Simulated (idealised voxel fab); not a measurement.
The process module presented herein is designated voxel released beams.
In the cross-section labelled cut, the width is 155 nm and each square cell is 5 nm.
This document writes a cross-section as a grid whose cells are square, and gives it as bands, listed from the top down; one or more rows of cells form a band. Top height, bottom height, nm. Materials left to right, width each, nm. Single material + "throughout" = fills band edge to edge. "blank" = empty. Heights are expressed relative to 0, this being the level below which the as-received wafer comprises one material exclusively. The lowest band is unbounded in the downward direction and is denoted as in "0 nm and below". So if you see something like "30 to 40" for the width, read it as the top row of the band sitting at the first number and the bottom row at the second, with every row in between moving by the same amount as the last. "no modifications" for a step: no cell of the cross-section changed in that step. Entry "Catalogued sealed voids" = empty spaces >= 8 cells with no open way to the top; each as width x height at distance, distance from left edge, all nm. Text after the settings on a step's line: the simulator's own remark on that step. Steps that use a mask can have "overlay nm" on their line. It says how far the mask sat to the right of where it was meant to be. Negative means to the left.
# The planned process steps are enumerated hereunder
- 1: RECEIVE | material Si
- 2: CONFORMAL_DEP | material SiN | thk nm 10
- 3: DIRECTIONAL_DEP | material SiO2 | thk nm 20
- 4: PATTERN | tone open | mask id ANCHOR | material resist | width nm 45 | thk nm 20 | overlay nm 0
- 5: DIRECTIONAL_ETCH | etch materials SiO2 | depth nm 20
- 6: STRIP | etch materials resist
- 7: CONFORMAL_DEP | material TiN | thk nm 15
- 8: MASKED_ETCH | tone cover | mask id BEAM | width nm 110 | etch materials TiN | depth nm 15 | overlay nm 0
- 9: STRIP | etch materials SiO2
# First wafer, two in total, run as planned
# Cross-section of the incoming wafer, state after step 1
* 0 nm and below  Si throughout
* Catalogued sealed voids: none
# Cross-section through the wafer, step 2 finished
* 10 nm to 0 nm  SiN throughout
* Unchanged below 0.
# Cross-section through the wafer, step 3 finished
* 30 nm to 10 nm  SiO2 throughout
* Unchanged below 10.
# Cross-section through the wafer, step 4 finished
* 50 nm to 30 nm  resist (25), blank (45), resist (85)
* Unchanged below 30.
# Cross-section through the wafer, step 5 finished
* 50 nm to 30 nm  resist (25), blank (45), resist (85)
* 30 nm to 10 nm  SiO2 (25), blank (45), SiO2 (85)
* Unchanged below 10.
# Cross-section through the wafer, step 6 finished
* 30 nm to 10 nm  SiO2 (25), blank (45), SiO2 (85)
* Unchanged below 10.
# Cross-section through the wafer, step 7 finished
* 45 nm to 30 nm  TiN (40), blank (15), TiN (100)
* 30 nm to 25 nm  SiO2 (25), TiN (15), blank (15), TiN (15), SiO2 (85)
* 25 nm to 10 nm  SiO2 (25), TiN (45), SiO2 (85)
* Unchanged below 10.
# Cross-section through the wafer, step 8 finished
* 45 nm to 30 nm  blank (20), TiN (20), blank (15), TiN (75), blank (25)
* Unchanged below 30.
# Cross-section through the wafer, step 9 finished
* 45 nm to 30 nm  blank (20), TiN (20), blank (15), TiN (75), blank (25)
* 30 nm to 25 nm  blank (25), TiN (15), blank (15), TiN (15), blank (85)
* 25 nm to 10 nm  blank (25), TiN (45), blank (85)
* Unchanged below 10.
# Wafer two: like wafer one in start and plan, but with one mistake in execution; identical up to and including step 7
# Look at the second wafer in cross-section at the time step 8 ought to have finished
* 45 nm to 30 nm  blank (25), TiN (15), blank (15), TiN (75), blank (25)
* Unchanged below 30.
# Look at the second wafer in cross-section at the time step 9 ought to have finished
* 45 nm to 30 nm  blank (25), TiN (15), blank (15), TiN (75), blank (25)
* 30 nm to 25 nm  blank (25), TiN (15), blank (15), TiN (15), blank (85)
* 25 nm to 10 nm  blank (25), TiN (45), blank (85)
* Unchanged below 10.
Misprocessing identified: step 8 went in with a setting other than planned; the actual run was MASKED_ETCH | tone cover | mask id BEAM | width nm 105 | etch materials TiN | depth nm 15 | overlay nm 0
FYI, end of process, the second wafer has more or fewer cells of some materials than the first: -3 TiN
